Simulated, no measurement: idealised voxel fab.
The following process module bears the name voxel gate over fins.
Square cells of 5 nm make up the cross-section cut, whose width is 155 nm.
Throughout this document, each cross-section is represented as a grid of square cells and is presented as a sequence of bands enumerated from the top downward, where a band comprises one or more rows of cells. Band: top height; bottom height; in nm. Then, left to right: material with width in nm, for each material. "full width": a single material spanning edge to edge. "empty": empty space. All heights in this document are referenced to 0, defined as the level beneath which the wafer, as received, consists entirely of one material. The lowest band is not bounded below; it extends indefinitely downward and is written in the form "0 nm and below". A width such as "30->40" changes by the same amount from each row of cells to the next, from the band's top row to its bottom row. Where a step carries "nothing got changed", the cross-section came out of it unchanged, cell for cell. "Tabulated closed voids": empty spaces of 8 cells or more with no open way to the top, each given as width x height at distance, distance from the left edge, all in nm. It should be noted that, on the line of a given step, the content following the step's settings is a remark produced by the simulator itself with respect to that step. overlay nm: mask offset rightward from planned place, masked step; negative means leftward offset.
### Steps in the process plan
1: RECEIVE,material Si
2: CONFORMAL_DEP,material SiN,thk nm 10
3: DIRECTIONAL_DEP,material aC,thk nm 10
4: PATTERN,tone cover,mask id FINS,material resist,width nm 15,pitch nm 35,thk nm 30,overlay nm 0
5: DIRECTIONAL_ETCH,etch materials aC,depth nm 10
6: STRIP,etch materials resist
7: DIRECTIONAL_ETCH,etch materials SiN,depth nm 10
8: DIRECTIONAL_ETCH,etch materials Si,depth nm 40
9: STRIP,etch materials aC
10: FILL_DEP,material SiO2,thk nm 10
11: CMP,height nm 10
12: SELECTIVE_ETCH,etch materials SiO2,depth nm 20
13: STRIP,etch materials SiN
14: CONFORMAL_DEP,material HfO2,thk nm 5
15: CONFORMAL_DEP,material TiN,thk nm 5
16: CONFORMAL_DEP,material TiAl,thk nm 5
17: CONFORMAL_DEP,material TiN,thk nm 5
18: FILL_DEP,material W,thk nm 15
19: CMP,height nm 30
20: CONFORMAL_DEP,material SiN,thk nm 5
### Incoming wafer in cross-section (state: after step 1)
- 0 nm and below  Si full width
- Tabulated closed voids: none
### Cross-section: first of two wafers, module finished, run according to plan
- 35 nm to 30 nm  SiN full width
- 30 nm to 20 nm  W full width
- 20 nm to 15 nm  15 of W, then 125 of TiN, then 15 of W
- 15 nm to 10 nm  15 of W, then 5 of TiN, then 115 of TiAl, then 5 of TiN, then 15 of W
- 10 nm to 5 nm  20 of TiN, then 5 of TiAl, then 105 of TiN, then 5 of TiAl, then 20 of TiN
- 5 nm to 0 nm  25 of TiAl, then 5 of TiN, then 25 of HfO2, then 10 of TiN, then 25 of HfO2, then 10 of TiN, then 25 of HfO2, then 5 of TiN, then 25 of TiAl
- 0 nm to -5 nm  30 of TiN, then 5 of HfO2, then 15 of Si, then 5 of HfO2, then 10 of TiN, then 5 of HfO2, then 15 of Si, then 5 of HfO2, then 10 of TiN, then 5 of HfO2, then 15 of Si, then 5 of HfO2, then 30 of TiN
- -5 nm to -10 nm  35 of HfO2, then 15 of Si, then 20 of HfO2, then 15 of Si, then 20 of HfO2, then 15 of Si, then 35 of HfO2
- -10 nm to -40 nm  35 of SiO2, then 15 of Si, then 20 of SiO2, then 15 of Si, then 20 of SiO2, then 15 of Si, then 35 of SiO2
- -40 nm and below  Si full width
- Tabulated closed voids: none
### Wafer two, end of module, cross-section. Same start, same plan as wafer one. One mistake in the run
- 35 nm to 30 nm  SiN full width
- 30 nm to 15 nm  W full width
- 15 nm to 10 nm  20 of W, then 115 of TiN, then 20 of W
- 10 nm to 5 nm  20 of W, then 5 of TiN, then 105 of TiAl, then 5 of TiN, then 20 of W
- 5 nm to 0 nm  25 of TiN, then 5 of TiAl, then 25 of HfO2, then 10 of TiAl, then 25 of HfO2, then 10 of TiAl, then 25 of HfO2, then 5 of TiAl, then 25 of TiN
- 0 nm to -5 nm  30 of TiAl, then 5 of HfO2, then 15 of Si, then 5 of HfO2, then 10 of TiAl, then 5 of HfO2, then 15 of Si, then 5 of HfO2, then 10 of TiAl, then 5 of HfO2, then 15 of Si, then 5 of HfO2, then 30 of TiAl
- -5 nm to -10 nm  35 of HfO2, then 15 of Si, then 20 of HfO2, then 15 of Si, then 20 of HfO2, then 15 of Si, then 35 of HfO2
- -10 nm to -40 nm  35 of SiO2, then 15 of Si, then 20 of SiO2, then 15 of Si, then 20 of SiO2, then 15 of Si, then 35 of SiO2
- -40 nm and below  Si full width
- Tabulated closed voids: none
Processing error: with respect to the plan, step 15 was omitted and not executed
At the finish, the second wafer shows more or fewer cells for some materials than the first does: +8 TiAl; -43 TiN; +35 W
